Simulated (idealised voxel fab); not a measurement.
This section sets out a process module, namely voxel spacer lines.
The cross-section shown here is cut; it is 230 nm wide and divided into square cells measuring 5 nm on a side.
When this document writes out a cross-section, it uses a grid of square cells and lists it as bands, beginning at the top and moving down, with a band standing for one or more rows of cells.
For a band, the entry starts with two heights in nm, that of the top and then that of the bottom, and carries on with the band's materials in order from left to right, each alongside its width in nm; the word "throughout" beside a single material means it fills the band edge to edge, and "blank" means empty space.
Heights from 0 (as-received wafer is one material below). Bottom band endless downward, as "0 and below".
A width given as "30 to 40" starts at the first number in the band's top row and ends at the second number in its bottom row, shifting by an equal amount at every step from row to row.
You'll sometimes find "remained the same" written for a step, and that's the way of saying that nowhere in the cross-section did a cell change during that step.
This entry, "Closed void roster", enumerates those empty regions of no fewer than 8 cells that possess no open connection to the top. Each region is reported in the form width x height at distance, the distance being taken from the left edge, with all three quantities expressed in nm.
Read whatever lies past the settings on a step's line as the simulator's own remark about the step.
When a step includes a mask, the "overlay nm" setting on its line states how far to the right of its planned place that mask lay, and negative values state how far to the left.

## List of planned process steps
- 1: RECEIVE, material Si
- 2: CONFORMAL_DEP, material Al2O3, thk nm 5
- 3: DIRECTIONAL_DEP, material SiN, thk nm 5
- 4: DIRECTIONAL_DEP, material aC, thk nm 25
- 5: PATTERN, tone cover, mask id MANDREL, material resist, width nm 25, pitch nm 80, thk nm 30, overlay nm 0
- 6: DIRECTIONAL_ETCH, etch materials aC, depth nm 25
- 7: STRIP, etch materials resist
- 8: CONFORMAL_DEP, material SiO2, thk nm 15
- 9: DIRECTIONAL_ETCH, etch materials SiO2, depth nm 15
- 10: STRIP, etch materials aC
- 11: DIRECTIONAL_ETCH, etch materials SiN, depth nm 15
- 12: STRIP, etch materials SiO2
varied across the wafers: thk nm of step 3. The plan shows the first wafer's value. All wafers start alike

## Cross-section of the first incoming wafer of several, state after step 1
> 0 and below: Si throughout
> Closed void roster: none

## Module end state after final step 12: cross-section of the first of several wafers
> 10 down to 5: blank=45 / SiN=15 / blank=25 / SiN=15 / blank=25 / SiN=15 / blank=25 / SiN=15 / blank=50
> 5 down to 0: Al2O3 throughout
> 0 and below: Si throughout
> Closed void roster: none

## Cross-section of the last wafer at end of module
> 35 down to 20: blank=45 / SiN=15 / blank=25 / SiN=15 / blank=25 / SiN=15 / blank=25 / SiN=15 / blank=50
> 20 down to 5: SiN throughout
> 5 down to 0: Al2O3 throughout
> 0 and below: Si throughout
> Closed void roster: none

## Basically each wafer gets a line in the table, showing it at the end of the module: material by material, the cells it gained (+) or lost (-) since we got it, then its closed voids
thk nm 5 | +46 Al2O3 | +12 SiN | Closed void roster: none
thk nm 10 | +46 Al2O3 | +24 SiN | Closed void roster: none
thk nm 15 | +46 Al2O3 | +36 SiN | Closed void roster: none
thk nm 20 | +46 Al2O3 | +82 SiN | Closed void roster: none
thk nm 25 | +46 Al2O3 | +128 SiN | Closed void roster: none
thk nm 30 | +46 Al2O3 | +174 SiN | Closed void roster: none
